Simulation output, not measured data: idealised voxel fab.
The document below concerns the process module designated voxel capacitor over wiring.
Cross-section cut spans 160 nm and uses square cells 5 nm in size.
If you're reading a cross-section in this doc, picture square cells in a grid; it comes to you as bands, top ones listed first down to the bottom, and a band can be one or more rows of cells. In this notation a band is specified by the heights of its top and bottom, in that order and in nm, after which its materials appear from left to right, each paired with its width in nm. The word "full width" attached to a single material means that material fills the band from edge to edge; the word "empty" stands for empty space. All heights in this document are referenced to 0, defined as the level beneath which the wafer, as received, consists entirely of one material. The lowest band is not bounded below; it extends indefinitely downward and is written in the form "0 down". Quick explanation for "30..40": the width changes in equal steps down the rows of cells, from the first number in the band's top row to the second number in its bottom row. The designation "nothing was modified", where it is given for a processing step, indicates that no cell of the cross-section was altered in the course of that step. What "Closed void list" gives you is every empty space of 8 cells or more that is cut off from the top. Each appears as width x height at distance, with the distance taken from the left edge and width, height and distance all in nm. Whatever follows a step's settings on its line is a remark the simulator itself makes about that step. When a step includes a mask, the "overlay nm" setting on its line states how far to the right of its planned place that mask lay, and negative values state how far to the left.

### Planned process steps
step 1: RECEIVE (material Si)
step 2: CONFORMAL_DEP (material SiO2; thk nm 15)
step 3: CONFORMAL_DEP (material SiCN; thk nm 5)
step 4: DIRECTIONAL_DEP (material lowk; thk nm 15)
step 5: PATTERN (tone open; mask id METAL_1; material resist; width nm 30; pitch nm 95; thk nm 20; overlay nm 0)
step 6: DIRECTIONAL_ETCH (etch materials lowk; depth nm 15)
step 7: DIRECTIONAL_ETCH (etch materials SiCN; depth nm 5)
step 8: STRIP (etch materials resist)
step 9: CONFORMAL_DEP (material TiN; thk nm 5)
step 10: FILL_DEP (material Ru; thk nm 10)
step 11: CMP (height nm 35)
step 12: CONFORMAL_DEP (material SiCN; thk nm 5)
step 13: DIRECTIONAL_DEP (material lowk; thk nm 10)
step 14: MASKED_ETCH (tone open; mask id PLUG_1; width nm 15; etch materials lowk; depth nm 10; overlay nm 0)
step 15: MASKED_ETCH (tone open; mask id PLUG_1; width nm 15; etch materials SiCN; depth nm 5; overlay nm 0)
step 16: EPI (material Ru; thk nm 10)
step 17: EPI (material Ru; thk nm 5)
step 18: DIRECTIONAL_DEP (material TiN; thk nm 5)
step 19: DIRECTIONAL_DEP (material Al2O3; thk nm 5)
step 20: DIRECTIONAL_DEP (material TiN; thk nm 10)
step 21: MASKED_ETCH (tone cover; mask id UPPER_PLATE; width nm 70; etch materials TiN; depth nm 10; overlay nm 0)
step 22: MASKED_ETCH (tone cover; mask id UPPER_PLATE; width nm 70; etch materials Al2O3; depth nm 5; overlay nm 0)
step 23: PATTERN (tone cover; mask id LOWER_PLATE; material resist; width nm 80; thk nm 20; overlay nm 0)
step 24: DIRECTIONAL_ETCH (etch materials TiN; depth nm 5)
step 25: STRIP (etch materials resist)
step 26: FILL_DEP (material SiO2; thk nm 15)
step 27: CMP (height nm 80)
step 28: PATTERN (tone open; mask id PLUG_2; material resist; width nm 15; thk nm 15; overlay nm 0)
step 29: DIRECTIONAL_ETCH (etch materials SiO2; depth nm 10)
step 30: STRIP (etch materials resist)
step 31: CONFORMAL_DEP (material TiN; thk nm 5)
step 32: FILL_DEP (material Cu; thk nm 10)
step 33: CMP (height nm 80)
step 34: CONFORMAL_DEP (material SiN; thk nm 5)

### Incoming wafer, cross-sectional view, post step 1
  0 down = Si full width
  Closed void list: none

### Here's the wafer cut in cross-section after the module, started and planned just like above, except one thing was done wrong in the run
  85 to 80 = SiN full width
  80 to 70 = 30 nm SiO2, 25 nm TiN, 105 nm SiO2
  70 to 65 = 30 nm SiO2, 25 nm Al2O3, 45 nm TiN, 60 nm SiO2
  65 to 60 = 25 nm SiO2, 75 nm TiN, 60 nm SiO2
  60 to 55 = 20 nm SiO2, 35 nm Ru, 45 nm Al2O3, 60 nm SiO2
  55 to 50 = 20 nm SiO2, 35 nm Ru, 50 nm TiN, 55 nm SiO2
  50 to 40 = 30 nm lowk, 15 nm Ru, 115 nm lowk
  40 to 35 = 30 nm SiCN, 15 nm Ru, 115 nm SiCN
  35 to 20 = 15 nm lowk, 5 nm TiN, 20 nm Ru, 5 nm TiN, 65 nm lowk, 5 nm TiN, 20 nm Ru, 5 nm TiN, 20 nm lowk
  20 to 15 = 15 nm SiCN, 30 nm TiN, 65 nm SiCN, 30 nm TiN, 20 nm SiCN
  15 to 0 = SiO2 full width
  0 down = Si full width
  Closed void list: none
Diagnosis: yeah, plan step 16 got run twice
